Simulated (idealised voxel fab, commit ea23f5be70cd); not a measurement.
Process module name: voxel tone inversion
Pictured: cross-section cut, 300 nm wide, on a grid of 5 nm square cells.
The cross-sections in this document take the form of a grid made of square cells. They are written out as bands, in order from top to bottom. Each band consists of one or more rows of cells. Each band's line starts with the height of the band's top and of its bottom, in nm. Then come its materials from left to right, each with its width in nm. One material with "all across" fills the band from edge to edge. "air" is empty space. Counting heights begins at 0, where everything beneath is, in the wafer as received, one material. The lowest band has no bottom; it goes on downwards, as "top 0, no bottom" shows. The width entry "30 to 40" should be interpreted row by row: the top row of cells in the band takes the first number, the bottom row takes the second number, and the change between adjacent rows is uniform throughout. The cross-section has no changed cell in any step marked "no modifications". This entry, "Closed void entries", enumerates those empty regions of no fewer than 8 cells that possess no open connection to the top. Each region is reported in the form width x height at distance, the distance being taken from the left edge, with all three quantities expressed in nm. Heads up: the bit after the settings on a step's line is the simulator's remark on that step. overlay nm: where the mask lay relative to plan, measured to the right, on steps with a mask; negatives go left.
## The process steps that were planned are listed below
1 RECEIVE with material Si
2 CONFORMAL_DEP with material SiCN, thk nm 10
3 DIRECTIONAL_DEP with material polySi, thk nm 15
4 PATTERN with tone cover, mask id POSTS, material resist, width nm 20, pitch nm 35, thk nm 20, overlay nm 0
5 DIRECTIONAL_ETCH with etch materials polySi, depth nm 15
6 STRIP with etch materials resist
7 FILL_DEP with material lowk, thk nm 5
8 CMP with height nm 25
9 STRIP with etch materials polySi
## As-received wafer cross-section (after step 1)
    top 0, no bottom = Si all across
    Closed void entries: none
## Cross-sectional result after module completion. Note: starting condition and plan are unchanged from above; one processing mistake was made
    top 25, bottom 10 = lowk: 90 | air: 15 | lowk: 20 | air: 15 | lowk: 20 | air: 15 | lowk: 20 | air: 15 | lowk: 90
    top 10, bottom 0 = SiCN all across
    top 0, no bottom = Si all across
    Closed void entries: none
Short version of what went wrong: the process deviated at step 4: the operation and settings actually run there were PATTERN with tone cover, mask id POSTS, material resist, width nm 15, pitch nm 35, thk nm 20, overlay nm 0
